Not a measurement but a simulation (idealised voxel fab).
Process module name: voxel self aligned contacts
Section cut is 230 nm wide and gridded with 5 nm square cells.
When this document writes out a cross-section, it uses a grid of square cells and lists it as bands, beginning at the top and moving down, with a band standing for one or more rows of cells. Band: top height; bottom height; in nm. Then, left to right: material with width in nm, for each material. "everywhere": a single material spanning edge to edge. "air": empty space. Below 0: as-received wafer, all one material; heights counted from there. Lowest band: no bottom, goes on down, written "z 0 and below". A width given as "30..40" starts at the first number in the band's top row and ends at the second number in its bottom row, shifting by an equal amount at every step from row to row. The cross-section has no changed cell in any step marked "nothing altered". Any empty space of 8 cells or more lacking an open way to the top shows up in "Sealed internal cavities" as width x height at distance, distance from the left edge, in nm. Step line, after settings: the simulator's comment on this step. overlay nm: on a step with a mask, how far right of its planned place the mask lay; negative means left.
STEPS IN THE PROCESS PLAN
step 1: RECEIVE with material Si
step 2: OXIDIZE with depth nm 5
step 3: DIRECTIONAL_DEP with material polySi, thk nm 30
step 4: DIRECTIONAL_DEP with material SiN, thk nm 20
step 5: PATTERN with tone cover, mask id GATE, material resist, width nm 35, pitch nm 70, thk nm 20, overlay nm 0
step 6: DIRECTIONAL_ETCH with etch materials SiN, depth nm 20
step 7: DIRECTIONAL_ETCH with etch materials polySi, depth nm 30
step 8: STRIP with etch materials resist
step 9: CONFORMAL_DEP with material SiN, thk nm 5
step 10: DIRECTIONAL_ETCH with etch materials SiN, depth nm 5
step 11: FILL_DEP with material SiO2, thk nm 20
step 12: CMP with height nm 60
step 13: MASKED_ETCH with tone open, mask id CONTACT, width nm 55, etch materials SiO2, depth nm 65, overlay nm 0
step 14: CONFORMAL_DEP with material TiN, thk nm 5
step 15: FILL_DEP with material W, thk nm 5
step 16: CMP with height nm 60
step 17: CONFORMAL_DEP with material SiN, thk nm 5
FIRST WAFER, AS PLANNED
SHOWN IN CROSS-SECTION IS THE WAFER AS RECEIVED, THAT IS, AS IT STANDS AFTER STEP 1
    z 0 and below  Si everywhere
    Sealed internal cavities: none
YOU'RE LOOKING AT A CROSS-SECTION OF THE WAFER AFTER STEP 2
    z 0 to -5  SiO2 everywhere
    Heights below -5 show no change.
YOU'RE LOOKING AT A CROSS-SECTION OF THE WAFER AFTER STEP 3
    z 30 to 0  polySi everywhere
    Heights below 0 show no change.
YOU'RE LOOKING AT A CROSS-SECTION OF THE WAFER AFTER STEP 4
    z 50 to 30  SiN everywhere
    Heights below 30 show no change.
YOU'RE LOOKING AT A CROSS-SECTION OF THE WAFER AFTER STEP 5
    z 70 to 50  60 nm air, then 35 nm resist, then 35 nm air, then 35 nm resist, then 65 nm air
    Heights below 50 show no change.
YOU'RE LOOKING AT A CROSS-SECTION OF THE WAFER AFTER STEP 6
    z 70 to 50  60 nm air, then 35 nm resist, then 35 nm air, then 35 nm resist, then 65 nm air
    z 50 to 30  60 nm air, then 35 nm SiN, then 35 nm air, then 35 nm SiN, then 65 nm air
    Heights below 30 show no change.
YOU'RE LOOKING AT A CROSS-SECTION OF THE WAFER AFTER STEP 7
    z 70 to 50  60 nm air, then 35 nm resist, then 35 nm air, then 35 nm resist, then 65 nm air
    z 50 to 30  60 nm air, then 35 nm SiN, then 35 nm air, then 35 nm SiN, then 65 nm air
    z 30 to 0  60 nm air, then 35 nm polySi, then 35 nm air, then 35 nm polySi, then 65 nm air
    Heights below 0 show no change.
YOU'RE LOOKING AT A CROSS-SECTION OF THE WAFER AFTER STEP 8
    z 50 to 30  60 nm air, then 35 nm SiN, then 35 nm air, then 35 nm SiN, then 65 nm air
    Heights below 30 show no change.
YOU'RE LOOKING AT A CROSS-SECTION OF THE WAFER AFTER STEP 9
    z 55 to 30  55 nm air, then 45 nm SiN, then 25 nm air, then 45 nm SiN, then 60 nm air
    z 30 to 5  55 nm air, then 5 nm SiN, then 35 nm polySi, then 5 nm SiN, then 25 nm air, then 5 nm SiN, then 35 nm polySi, then 5 nm SiN, then 60 nm air
    z 5 to 0  60 nm SiN, then 35 nm polySi, then 35 nm SiN, then 35 nm polySi, then 65 nm SiN
    Heights below 0 show no change.
YOU'RE LOOKING AT A CROSS-SECTION OF THE WAFER AFTER STEP 10
    z 50 to 30  55 nm air, then 45 nm SiN, then 25 nm air, then 45 nm SiN, then 60 nm air
    z 30 to 0  55 nm air, then 5 nm SiN, then 35 nm polySi, then 5 nm SiN, then 25 nm air, then 5 nm SiN, then 35 nm polySi, then 5 nm SiN, then 60 nm air
    Heights below 0 show no change.
YOU'RE LOOKING AT A CROSS-SECTION OF THE WAFER AFTER STEP 11
    z 70 to 50  SiO2 everywhere
    z 50 to 30  55 nm SiO2, then 45 nm SiN, then 25 nm SiO2, then 45 nm SiN, then 60 nm SiO2
    z 30 to 0  55 nm SiO2, then 5 nm SiN, then 35 nm polySi, then 5 nm SiN, then 25 nm SiO2, then 5 nm SiN, then 35 nm polySi, then 5 nm SiN, then 60 nm SiO2
    Heights below 0 show no change.
YOU'RE LOOKING AT A CROSS-SECTION OF THE WAFER AFTER STEP 12
    z 60 to 50  SiO2 everywhere
    Heights below 50 show no change.
YOU'RE LOOKING AT A CROSS-SECTION OF THE WAFER AFTER STEP 13
    z 60 to 50  85 nm SiO2, then 55 nm air, then 90 nm SiO2
    z 50 to 30  55 nm SiO2, then 45 nm SiN, then 25 nm air, then 45 nm SiN, then 60 nm SiO2
    z 30 to 0  55 nm SiO2, then 5 nm SiN, then 35 nm polySi, then 5 nm SiN, then 25 nm air, then 5 nm SiN, then 35 nm polySi, then 5 nm SiN, then 60 nm SiO2
    z 0 to -5  100 nm SiO2, then 25 nm air, then 105 nm SiO2
    Heights below -5 show no change.
YOU'RE LOOKING AT A CROSS-SECTION OF THE WAFER AFTER STEP 14
    z 65 to 60  90 nm TiN, then 45 nm air, then 95 nm TiN
    z 60 to 50  85 nm SiO2, then 5..20 nm TiN, then 45..15 nm air, then 5..20 nm TiN, then 90 nm SiO2
    z 50 to 30  55 nm SiO2, then 45 nm SiN, then 5 nm TiN, then 15 nm air, then 5 nm TiN, then 45 nm SiN, then 60 nm SiO2
    z 30 to 0  55 nm SiO2, then 5 nm SiN, then 35 nm polySi, then 5 nm SiN, then 5 nm TiN, then 15 nm air, then 5 nm TiN, then 5 nm SiN, then 35 nm polySi, then 5 nm SiN, then 60 nm SiO2
    z 0 to -5  100 nm SiO2, then 25 nm TiN, then 105 nm SiO2
    Heights below -5 show no change.
YOU'RE LOOKING AT A CROSS-SECTION OF THE WAFER AFTER STEP 15
    z 70 to 65  W everywhere
    z 65 to 60  90 nm TiN, then 45 nm W, then 95 nm TiN
    z 60 to 50  85 nm SiO2, then 5..20 nm TiN, then 45..15 nm W, then 5..20 nm TiN, then 90 nm SiO2
    z 50 to 30  55 nm SiO2, then 45 nm SiN, then 5 nm TiN, then 15 nm W, then 5 nm TiN, then 45 nm SiN, then 60 nm SiO2
    z 30 to 0  55 nm SiO2, then 5 nm SiN, then 35 nm polySi, then 5 nm SiN, then 5 nm TiN, then 15 nm W, then 5 nm TiN, then 5 nm SiN, then 35 nm polySi, then 5 nm SiN, then 60 nm SiO2
    Heights below 0 show no change.
YOU'RE LOOKING AT A CROSS-SECTION OF THE WAFER AFTER STEP 16
    z 60 to 50  85 nm SiO2, then 5..20 nm TiN, then 45..15 nm W, then 5..20 nm TiN, then 90 nm SiO2
    Heights below 50 show no change.
YOU'RE LOOKING AT A CROSS-SECTION OF THE WAFER AFTER STEP 17
    z 65 to 60  SiN everywhere
    Heights below 60 show no change.
SECOND WAFER: SAME START AND SAME PLAN AS THE FIRST, ONE EXECUTION ERROR; IDENTICAL TO THE FIRST THROUGH STEP 4
X-SECTION, SECOND WAFER, WHEN STEP 5 WAS DUE TO FINISH
    z 70 to 50  65 nm air, then 30 nm resist, then 40 nm air, then 30 nm resist, then 65 nm air
    Heights below 50 show no change.
X-SECTION, SECOND WAFER, WHEN STEP 6 WAS DUE TO FINISH
    z 70 to 50  65 nm air, then 30 nm resist, then 40 nm air, then 30 nm resist, then 65 nm air
    z 50 to 30  65 nm air, then 30 nm SiN, then 40 nm air, then 30 nm SiN, then 65 nm air
    Heights below 30 show no change.
X-SECTION, SECOND WAFER, WHEN STEP 7 WAS DUE TO FINISH
    z 70 to 50  65 nm air, then 30 nm resist, then 40 nm air, then 30 nm resist, then 65 nm air
    z 50 to 30  65 nm air, then 30 nm SiN, then 40 nm air, then 30 nm SiN, then 65 nm air
    z 30 to 0  65 nm air, then 30 nm polySi, then 40 nm air, then 30 nm polySi, then 65 nm air
    Heights below 0 show no change.
X-SECTION, SECOND WAFER, WHEN STEP 8 WAS DUE TO FINISH
    z 50 to 30  65 nm air, then 30 nm SiN, then 40 nm air, then 30 nm SiN, then 65 nm air
    Heights below 30 show no change.
X-SECTION, SECOND WAFER, WHEN STEP 9 WAS DUE TO FINISH
    z 55 to 30  60 nm air, then 40 nm SiN, then 30 nm air, then 40 nm SiN, then 60 nm air
    z 30 to 5  60 nm air, then 5 nm SiN, then 30 nm polySi, then 5 nm SiN, then 30 nm air, then 5 nm SiN, then 30 nm polySi, then 5 nm SiN, then 60 nm air
    z 5 to 0  65 nm SiN, then 30 nm polySi, then 40 nm SiN, then 30 nm polySi, then 65 nm SiN
    Heights below 0 show no change.
X-SECTION, SECOND WAFER, WHEN STEP 10 WAS DUE TO FINISH
    z 50 to 30  60 nm air, then 40 nm SiN, then 30 nm air, then 40 nm SiN, then 60 nm air
    z 30 to 0  60 nm air, then 5 nm SiN, then 30 nm polySi, then 5 nm SiN, then 30 nm air, then 5 nm SiN, then 30 nm polySi, then 5 nm SiN, then 60 nm air
    Heights below 0 show no change.
X-SECTION, SECOND WAFER, WHEN STEP 11 WAS DUE TO FINISH
    z 70 to 50  SiO2 everywhere
    z 50 to 30  60 nm SiO2, then 40 nm SiN, then 30 nm SiO2, then 40 nm SiN, then 60 nm SiO2
    z 30 to 0  60 nm SiO2, then 5 nm SiN, then 30 nm polySi, then 5 nm SiN, then 30 nm SiO2, then 5 nm SiN, then 30 nm polySi, then 5 nm SiN, then 60 nm SiO2
    Heights below 0 show no change.
X-SECTION, SECOND WAFER, WHEN STEP 12 WAS DUE TO FINISH
    z 60 to 50  SiO2 everywhere
    Heights below 50 show no change.
X-SECTION, SECOND WAFER, WHEN STEP 13 WAS DUE TO FINISH
    z 60 to 50  85 nm SiO2, then 55 nm air, then 90 nm SiO2
    z 50 to 30  60 nm SiO2, then 40 nm SiN, then 30 nm air, then 40 nm SiN, then 60 nm SiO2
    z 30 to 0  60 nm SiO2, then 5 nm SiN, then 30 nm polySi, then 5 nm SiN, then 30 nm air, then 5 nm SiN, then 30 nm polySi, then 5 nm SiN, then 60 nm SiO2
    z 0 to -5  100 nm SiO2, then 30 nm air, then 100 nm SiO2
    Heights below -5 show no change.
X-SECTION, SECOND WAFER, WHEN STEP 14 WAS DUE TO FINISH
    z 65 to 60  90 nm TiN, then 45 nm air, then 95 nm TiN
    z 60 to 50  85 nm SiO2, then 5..20 nm TiN, then 45..20 nm air, then 5..15 nm TiN, then 90 nm SiO2
    z 50 to 30  60 nm SiO2, then 40 nm SiN, then 5 nm TiN, then 20 nm air, then 5 nm TiN, then 40 nm SiN, then 60 nm SiO2
    z 30 to 0  60 nm SiO2, then 5 nm SiN, then 30 nm polySi, then 5 nm SiN, then 5 nm TiN, then 20 nm air, then 5 nm TiN, then 5 nm SiN, then 30 nm polySi, then 5 nm SiN, then 60 nm SiO2
    z 0 to -5  100 nm SiO2, then 30 nm TiN, then 100 nm SiO2
    Heights below -5 show no change.
X-SECTION, SECOND WAFER, WHEN STEP 15 WAS DUE TO FINISH
    z 70 to 65  W everywhere
    z 65 to 60  90 nm TiN, then 45 nm W, then 95 nm TiN
    z 60 to 50  85 nm SiO2, then 5..20 nm TiN, then 45..20 nm W, then 5..15 nm TiN, then 90 nm SiO2
    z 50 to 30  60 nm SiO2, then 40 nm SiN, then 5 nm TiN, then 20 nm W, then 5 nm TiN, then 40 nm SiN, then 60 nm SiO2
    z 30 to 0  60 nm SiO2, then 5 nm SiN, then 30 nm polySi, then 5 nm SiN, then 5 nm TiN, then 20 nm W, then 5 nm TiN, then 5 nm SiN, then 30 nm polySi, then 5 nm SiN, then 60 nm SiO2
    Heights below 0 show no change.
X-SECTION, SECOND WAFER, WHEN STEP 16 WAS DUE TO FINISH
    z 60 to 50  85 nm SiO2, then 5..20 nm TiN, then 45..20 nm W, then 5..15 nm TiN, then 90 nm SiO2
    Heights below 50 show no change.
X-SECTION, SECOND WAFER, WHEN STEP 17 WAS DUE TO FINISH
    z 65 to 60  SiN everywhere
    Heights below 60 show no change.
What was the processing mistake? so step 5 ended up running with a different setting than we planned, it ran as PATTERN with tone cover, mask id GATE, material resist, width nm 30, pitch nm 70, thk nm 20, overlay nm 0
Cell-count delta at end, second wafer over first, by material: 8 fewer of SiN; 9 more of SiO2; 11 more of W; 12 fewer of polySi
